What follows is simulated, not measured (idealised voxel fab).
Name of the process module below: voxel self aligned vias
Cross-section cut spans 225 nm and uses square cells 5 nm in size.
Throughout this document, each cross-section is represented as a grid of square cells and is presented as a sequence of bands enumerated from the top downward, where a band comprises one or more rows of cells.
Top, bottom (nm), then materials left to right with widths (nm); lone material tagged "everywhere" fills the whole band edge to edge; "empty" = empty space.
The level at which height equals 0 is the one under which the wafer, as it arrives, is entirely one material. No lower edge exists for the bottom band, which continues downward and is notated as in "top 0, no bottom".
A width given as "30 to 40" starts at the first number in the band's top row and ends at the second number in its bottom row, shifting by an equal amount at every step from row to row.
Take "identical to before" at face value: in the step it is given for, the cross-section changed in none of its cells.
"Sealed-off cavities": empty spaces of 8 cells or more with no open way to the top, each given as width x height at distance, distance from the left edge, all in nm.
Read whatever lies past the settings on a step's line as the simulator's own remark about the step.
A step line may carry the setting "overlay nm", which, for steps involving a mask, states the distance by which the mask lay to the right of its intended position; negative values denote displacement to the left.
Steps in the process plan:
| 1 | RECEIVE, material Si |
| 2 | CONFORMAL_DEP, material SiO2, thk nm 10 |
| 3 | CONFORMAL_DEP, material SiCN, thk nm 5 |
| 4 | DIRECTIONAL_DEP, material lowk, thk nm 20 |
| 5 | MASKED_ETCH, tone open, mask id LINES, width nm 30, pitch nm 55, etch materials lowk, depth nm 20, overlay nm 0 |
| 6 | CONFORMAL_DEP, material TiN, thk nm 5 |
| 7 | FILL_DEP, material Ru, thk nm 10 |
| 8 | CMP, height nm 35 |
| 9 | SELECTIVE_ETCH, etch materials W Ru TiN, depth nm 5 |
| 10 | FILL_DEP, material SiN, thk nm 5 |
| 11 | CMP, height nm 35 |
| 12 | DIRECTIONAL_DEP, material lowk, thk nm 15 |
| 13 | DIRECTIONAL_DEP, material aC, thk nm 10 |
| 14 | PATTERN, tone open, mask id VIAS, material resist, width nm 40, pitch nm 55, thk nm 30, overlay nm 0 |
| 15 | DIRECTIONAL_ETCH, etch materials aC, depth nm 10 |
| 16 | STRIP, etch materials resist |
| 17 | DIRECTIONAL_ETCH, etch materials lowk, depth nm 15 |
| 18 | DIRECTIONAL_ETCH, etch materials SiN, depth nm 5 |
| 19 | STRIP, etch materials aC |
| 20 | CONFORMAL_DEP, material TiN, thk nm 5 |
| 21 | FILL_DEP, material Ru, thk nm 10 |
| 22 | CMP, height nm 50 |
| 23 | CONFORMAL_DEP, material SiN, thk nm 5 |
First wafer out of two, processed as planned:
Received-state cross-section, reflecting completion of step 1:
- top 0, no bottom | Si everywhere
- Sealed-off cavities: none
after step 2:
- top 10, bottom 0 | SiO2 everywhere
- Lower than 0, everything is as it was.
after step 3:
- top 15, bottom 10 | SiCN everywhere
- Lower than 10, everything is as it was.
after step 4:
- top 35, bottom 15 | lowk everywhere
- Lower than 15, everything is as it was.
after step 5:
- top 35, bottom 15 | lowk: 40; empty: 30; lowk: 25; empty: 30; lowk: 25; empty: 30; lowk: 45
- Lower than 15, everything is as it was.
after step 6:
- top 40, bottom 35 | TiN: 45; empty: 20; TiN: 35; empty: 20; TiN: 35; empty: 20; TiN: 50
- top 35, bottom 20 | lowk: 40; TiN: 5; empty: 20; TiN: 5; lowk: 25; TiN: 5; empty: 20; TiN: 5; lowk: 25; TiN: 5; empty: 20; TiN: 5; lowk: 45
- top 20, bottom 15 | lowk: 40; TiN: 30; lowk: 25; TiN: 30; lowk: 25; TiN: 30; lowk: 45
- Lower than 15, everything is as it was.
after step 7:
- top 50, bottom 40 | Ru everywhere
- top 40, bottom 35 | TiN: 45; Ru: 20; TiN: 35; Ru: 20; TiN: 35; Ru: 20; TiN: 50
- top 35, bottom 20 | lowk: 40; TiN: 5; Ru: 20; TiN: 5; lowk: 25; TiN: 5; Ru: 20; TiN: 5; lowk: 25; TiN: 5; Ru: 20; TiN: 5; lowk: 45
- Lower than 20, everything is as it was.
after step 8:
- top 35, bottom 20 | lowk: 40; TiN: 5; Ru: 20; TiN: 5; lowk: 25; TiN: 5; Ru: 20; TiN: 5; lowk: 25; TiN: 5; Ru: 20; TiN: 5; lowk: 45
- Lower than 20, everything is as it was.
after step 9:
- top 35, bottom 30 | lowk: 40; empty: 30; lowk: 25; empty: 30; lowk: 25; empty: 30; lowk: 45
- Lower than 30, everything is as it was.
after step 10:
- top 40, bottom 35 | SiN everywhere
- top 35, bottom 30 | lowk: 40; SiN: 30; lowk: 25; SiN: 30; lowk: 25; SiN: 30; lowk: 45
- Lower than 30, everything is as it was.
after step 11:
- top 35, bottom 30 | lowk: 40; SiN: 30; lowk: 25; SiN: 30; lowk: 25; SiN: 30; lowk: 45
- Lower than 30, everything is as it was.
after step 12:
- top 50, bottom 35 | lowk everywhere
- Lower than 35, everything is as it was.
after step 13:
- top 60, bottom 50 | aC everywhere
- Lower than 50, everything is as it was.
after step 14:
- top 90, bottom 60 | resist: 35; empty: 40; resist: 15; empty: 40; resist: 15; empty: 40; resist: 40
- Lower than 60, everything is as it was.
after step 15:
- top 80, bottom 60 | resist: 35; empty: 40; resist: 15; empty: 40; resist: 15; empty: 40; resist: 40
- top 60, bottom 50 | aC: 35; empty: 40; aC: 15; empty: 40; aC: 15; empty: 40; aC: 40
- Lower than 50, everything is as it was.
after step 16:
- top 60, bottom 50 | aC: 35; empty: 40; aC: 15; empty: 40; aC: 15; empty: 40; aC: 40
- Lower than 50, everything is as it was.
after step 17:
- top 60, bottom 50 | aC: 35; empty: 40; aC: 15; empty: 40; aC: 15; empty: 40; aC: 40
- top 50, bottom 35 | lowk: 35; empty: 40; lowk: 15; empty: 40; lowk: 15; empty: 40; lowk: 40
- Lower than 35, everything is as it was.
after step 18:
- top 60, bottom 50 | aC: 35; empty: 40; aC: 15; empty: 40; aC: 15; empty: 40; aC: 40
- top 50, bottom 35 | lowk: 35; empty: 40; lowk: 15; empty: 40; lowk: 15; empty: 40; lowk: 40
- top 35, bottom 30 | lowk: 40; empty: 30; lowk: 25; empty: 30; lowk: 25; empty: 30; lowk: 45
- Lower than 30, everything is as it was.
after step 19:
- top 50, bottom 35 | lowk: 35; empty: 40; lowk: 15; empty: 40; lowk: 15; empty: 40; lowk: 40
- Lower than 35, everything is as it was.
after step 20:
- top 55, bottom 50 | TiN: 40; empty: 30; TiN: 25; empty: 30; TiN: 25; empty: 30; TiN: 45
- top 50, bottom 40 | lowk: 35; TiN: 5; empty: 30; TiN: 5; lowk: 15; TiN: 5; empty: 30; TiN: 5; lowk: 15; TiN: 5; empty: 30; TiN: 5; lowk: 40
- top 40, bottom 35 | lowk: 35; TiN: 10; empty: 20; TiN: 10; lowk: 15; TiN: 10; empty: 20; TiN: 10; lowk: 15; TiN: 10; empty: 20; TiN: 10; lowk: 40
- top 35, bottom 30 | lowk: 40; TiN: 30; lowk: 25; TiN: 30; lowk: 25; TiN: 30; lowk: 45
- Lower than 30, everything is as it was.
after step 21:
- top 65, bottom 55 | Ru everywhere
- top 55, bottom 50 | TiN: 40; Ru: 30; TiN: 25; Ru: 30; TiN: 25; Ru: 30; TiN: 45
- top 50, bottom 40 | lowk: 35; TiN: 5; Ru: 30; TiN: 5; lowk: 15; TiN: 5; Ru: 30; TiN: 5; lowk: 15; TiN: 5; Ru: 30; TiN: 5; lowk: 40
- top 40, bottom 35 | lowk: 35; TiN: 10; Ru: 20; TiN: 10; lowk: 15; TiN: 10; Ru: 20; TiN: 10; lowk: 15; TiN: 10; Ru: 20; TiN: 10; lowk: 40
- Lower than 35, everything is as it was.
after step 22:
- top 50, bottom 40 | lowk: 35; TiN: 5; Ru: 30; TiN: 5; lowk: 15; TiN: 5; Ru: 30; TiN: 5; lowk: 15; TiN: 5; Ru: 30; TiN: 5; lowk: 40
- Lower than 40, everything is as it was.
after step 23:
- top 55, bottom 50 | SiN everywhere
- Lower than 50, everything is as it was.
Second wafer, same starting state and plan as the first, one mistake in the run, identical through step 2:
Cross-section: second wafer, time at which step 3 was scheduled to end: identical to before
Cross-section: second wafer, time at which step 4 was scheduled to end:
- top 30, bottom 10 | lowk everywhere
- Lower than 10, everything is as it was.
Cross-section: second wafer, time at which step 5 was scheduled to end:
- top 30, bottom 10 | lowk: 40; empty: 30; lowk: 25; empty: 30; lowk: 25; empty: 30; lowk: 45
- Lower than 10, everything is as it was.
Cross-section: second wafer, time at which step 6 was scheduled to end:
- top 35, bottom 30 | TiN: 45; empty: 20; TiN: 35; empty: 20; TiN: 35; empty: 20; TiN: 50
- top 30, bottom 15 | lowk: 40; TiN: 5; empty: 20; TiN: 5; lowk: 25; TiN: 5; empty: 20; TiN: 5; lowk: 25; TiN: 5; empty: 20; TiN: 5; lowk: 45
- top 15, bottom 10 | lowk: 40; TiN: 30; lowk: 25; TiN: 30; lowk: 25; TiN: 30; lowk: 45
- Lower than 10, everything is as it was.
Cross-section: second wafer, time at which step 7 was scheduled to end:
- top 45, bottom 35 | Ru everywhere
- top 35, bottom 30 | TiN: 45; Ru: 20; TiN: 35; Ru: 20; TiN: 35; Ru: 20; TiN: 50
- top 30, bottom 15 | lowk: 40; TiN: 5; Ru: 20; TiN: 5; lowk: 25; TiN: 5; Ru: 20; TiN: 5; lowk: 25; TiN: 5; Ru: 20; TiN: 5; lowk: 45
- Lower than 15, everything is as it was.
Cross-section: second wafer, time at which step 8 was scheduled to end:
- top 35, bottom 30 | TiN: 45; Ru: 20; TiN: 35; Ru: 20; TiN: 35; Ru: 20; TiN: 50
- Lower than 30, everything is as it was.
Cross-section: second wafer, time at which step 9 was scheduled to end:
- top 30, bottom 15 | lowk: 40; TiN: 5; Ru: 20; TiN: 5; lowk: 25; TiN: 5; Ru: 20; TiN: 5; lowk: 25; TiN: 5; Ru: 20; TiN: 5; lowk: 45
- Lower than 15, everything is as it was.
Cross-section: second wafer, time at which step 10 was scheduled to end:
- top 35, bottom 30 | SiN everywhere
- Lower than 30, everything is as it was.
Cross-section: second wafer, time at which step 11 was scheduled to end: identical to before
Cross-section: second wafer, time at which step 12 was scheduled to end:
- top 50, bottom 35 | lowk everywhere
- Lower than 35, everything is as it was.
Cross-section: second wafer, time at which step 13 was scheduled to end:
- top 60, bottom 50 | aC everywhere
- Lower than 50, everything is as it was.
Cross-section: second wafer, time at which step 14 was scheduled to end:
- top 90, bottom 60 | resist: 35; empty: 40; resist: 15; empty: 40; resist: 15; empty: 40; resist: 40
- Lower than 60, everything is as it was.
Cross-section: second wafer, time at which step 15 was scheduled to end:
- top 80, bottom 60 | resist: 35; empty: 40; resist: 15; empty: 40; resist: 15; empty: 40; resist: 40
- top 60, bottom 50 | aC: 35; empty: 40; aC: 15; empty: 40; aC: 15; empty: 40; aC: 40
- Lower than 50, everything is as it was.
Cross-section: second wafer, time at which step 16 was scheduled to end:
- top 60, bottom 50 | aC: 35; empty: 40; aC: 15; empty: 40; aC: 15; empty: 40; aC: 40
- Lower than 50, everything is as it was.
Cross-section: second wafer, time at which step 17 was scheduled to end:
- top 60, bottom 50 | aC: 35; empty: 40; aC: 15; empty: 40; aC: 15; empty: 40; aC: 40
- top 50, bottom 35 | lowk: 35; empty: 40; lowk: 15; empty: 40; lowk: 15; empty: 40; lowk: 40
- Lower than 35, everything is as it was.
Cross-section: second wafer, time at which step 18 was scheduled to end:
- top 60, bottom 50 | aC: 35; empty: 40; aC: 15; empty: 40; aC: 15; empty: 40; aC: 40
- top 50, bottom 35 | lowk: 35; empty: 40; lowk: 15; empty: 40; lowk: 15; empty: 40; lowk: 40
- top 35, bottom 30 | SiN: 35; empty: 40; SiN: 15; empty: 40; SiN: 15; empty: 40; SiN: 40
- Lower than 30, everything is as it was.
Cross-section: second wafer, time at which step 19 was scheduled to end:
- top 50, bottom 35 | lowk: 35; empty: 40; lowk: 15; empty: 40; lowk: 15; empty: 40; lowk: 40
- Lower than 35, everything is as it was.
Cross-section: second wafer, time at which step 20 was scheduled to end:
- top 55, bottom 50 | TiN: 40; empty: 30; TiN: 25; empty: 30; TiN: 25; empty: 30; TiN: 45
- top 50, bottom 35 | lowk: 35; TiN: 5; empty: 30; TiN: 5; lowk: 15; TiN: 5; empty: 30; TiN: 5; lowk: 15; TiN: 5; empty: 30; TiN: 5; lowk: 40
- top 35, bottom 30 | SiN: 35; TiN: 40; SiN: 15; TiN: 40; SiN: 15; TiN: 40; SiN: 40
- Lower than 30, everything is as it was.
Cross-section: second wafer, time at which step 21 was scheduled to end:
- top 65, bottom 55 | Ru everywhere
- top 55, bottom 50 | TiN: 40; Ru: 30; TiN: 25; Ru: 30; TiN: 25; Ru: 30; TiN: 45
- top 50, bottom 35 | lowk: 35; TiN: 5; Ru: 30; TiN: 5; lowk: 15; TiN: 5; Ru: 30; TiN: 5; lowk: 15; TiN: 5; Ru: 30; TiN: 5; lowk: 40
- Lower than 35, everything is as it was.
Cross-section: second wafer, time at which step 22 was scheduled to end:
- top 50, bottom 35 | lowk: 35; TiN: 5; Ru: 30; TiN: 5; lowk: 15; TiN: 5; Ru: 30; TiN: 5; lowk: 15; TiN: 5; Ru: 30; TiN: 5; lowk: 40
- Lower than 35, everything is as it was.
Cross-section: second wafer, time at which step 23 was scheduled to end:
- top 55, bottom 50 | SiN everywhere
- Lower than 50, everything is as it was.
Run error: with respect to the plan, step 3 was omitted and not executed
Counted in cells at the end, the second wafer holds more or fewer of these materials than the first: Ru +18 | SiCN -45 | SiN +21 | TiN +6
